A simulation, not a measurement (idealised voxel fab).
Process module, titled voxel self aligned vias
We display cut, a cross-section 200 nm in width whose square cells are each 5 nm.
Just so we're on the same page, the cross-sections are grids of square cells, and they're listed out in bands top to bottom, each band one or more rows deep.
Read a band's entry like this: the first values are the height of its top and the height of its bottom in nm, and what follows is the sequence of materials from left to right, each with its width in nm. Note that "blank" is empty space, and that a single material marked "everywhere" reaches across the band from edge to edge.
Height 0 is the level under which the wafer as received is all one material. The lowest band goes on downwards, as in "from 0 down".
A width such as "30 to 40" changes by the same amount from each row of cells to the next, from the band's top row to its bottom row.
What does "left unchanged" mean for a step? It means no cell of the cross-section changed in that step.
Closed empty spaces (no open way to the top) of 8 cells or more are what "Closed void entries" lists, each as width x height at distance from the left edge, nm for all three.
The remark found on a step's line after its settings is issued by the simulator itself and pertains to that step.
overlay nm: mask offset rightward from planned place, masked step; negative means leftward offset.
Steps planned for the process
| 1 | RECEIVE (material Si) |
| 2 | CONFORMAL_DEP (material SiO2; thk nm 10) |
| 3 | CONFORMAL_DEP (material SiCN; thk nm 5) |
| 4 | DIRECTIONAL_DEP (material SiO2; thk nm 30) |
| 5 | PATTERN (tone open; mask id LINES; material resist; width nm 30; pitch nm 70; thk nm 15; overlay nm 0) |
| 6 | DIRECTIONAL_ETCH (etch materials SiO2; depth nm 30) |
| 7 | STRIP (etch materials resist) |
| 8 | CONFORMAL_DEP (material TiN; thk nm 5) |
| 9 | FILL_DEP (material Ru; thk nm 10) |
| 10 | CMP (height nm 45) |
| 11 | SELECTIVE_ETCH (etch materials W Ru TiN; depth nm 5) |
| 12 | FILL_DEP (material SiN; thk nm 5) |
| 13 | CMP (height nm 45) |
| 14 | DIRECTIONAL_DEP (material SiO2; thk nm 20) |
| 15 | PATTERN (tone open; mask id VIAS; material resist; width nm 50; pitch nm 70; thk nm 15; overlay nm 0) |
| 16 | DIRECTIONAL_ETCH (etch materials SiO2; depth nm 20) |
| 17 | DIRECTIONAL_ETCH (etch materials SiN; depth nm 5) |
| 18 | STRIP (etch materials resist) |
| 19 | CONFORMAL_DEP (material TiN; thk nm 5) |
| 20 | FILL_DEP (material W; thk nm 5) |
| 21 | CMP (height nm 65) |
| 22 | CONFORMAL_DEP (material SiCN; thk nm 5) |
This is the cross-section of the wafer as we received it, i.e. after step 1
* from 0 down | Si everywhere
* Closed void entries: none
Cross-sectional image of the first of two wafers at the end of the module, the run having proceeded as planned
* from 70 to 65 | SiCN everywhere
* from 65 to 50 | 40 nm SiO2, 5 nm TiN, 40 nm W, 5 nm TiN, 20 nm SiO2, 5 nm TiN, 40 nm W, 5 nm TiN, 40 nm SiO2
* from 50 to 45 | 40 nm SiO2, 15 nm TiN, 20 nm W, 15 nm TiN, 20 nm SiO2, 15 nm TiN, 20 nm W, 15 nm TiN, 40 nm SiO2
* from 45 to 40 | 50 nm SiO2, 30 nm TiN, 40 nm SiO2, 30 nm TiN, 50 nm SiO2
* from 40 to 20 | 50 nm SiO2, 5 nm TiN, 20 nm Ru, 5 nm TiN, 40 nm SiO2, 5 nm TiN, 20 nm Ru, 5 nm TiN, 50 nm SiO2
* from 20 to 15 | 50 nm SiO2, 30 nm TiN, 40 nm SiO2, 30 nm TiN, 50 nm SiO2
* from 15 to 10 | SiCN everywhere
* from 10 to 0 | SiO2 everywhere
* from 0 down | Si everywhere
* Closed void entries: none
Wafer two, end of module, cross-section. Same start, same plan as wafer one. One mistake in the run
* from 70 to 65 | SiCN everywhere
* from 65 to 50 | 40 nm SiO2, 5 nm TiN, 40 nm W, 5 nm TiN, 20 nm SiO2, 5 nm TiN, 40 nm W, 5 nm TiN, 40 nm SiO2
* from 50 to 45 | 40 nm SiO2, 15 nm TiN, 20 nm W, 15 nm TiN, 20 nm SiO2, 15 nm TiN, 20 nm W, 15 nm TiN, 40 nm SiO2
* from 45 to 40 | 50 nm SiO2, 30 nm TiN, 40 nm SiO2, 30 nm TiN, 50 nm SiO2
* from 40 to 20 | 50 nm SiO2, 5 nm TiN, 20 nm Ru, 5 nm TiN, 40 nm SiO2, 5 nm TiN, 20 nm Ru, 5 nm TiN, 50 nm SiO2
* from 20 to 15 | 50 nm SiO2, 30 nm TiN, 40 nm SiO2, 30 nm TiN, 50 nm SiO2
* from 15 to 10 | Ru everywhere
* from 10 to 0 | SiO2 everywhere
* from 0 down | Si everywhere
* Closed void entries: none
Deviation noted in wafer processing: step 3 was processed under conditions differing from the plan, specifically as CONFORMAL_DEP (material Ru; thk nm 5)
Heads up, by the end the second wafer has more or fewer cells of some materials compared to the first: +40 Ru; -40 SiCN
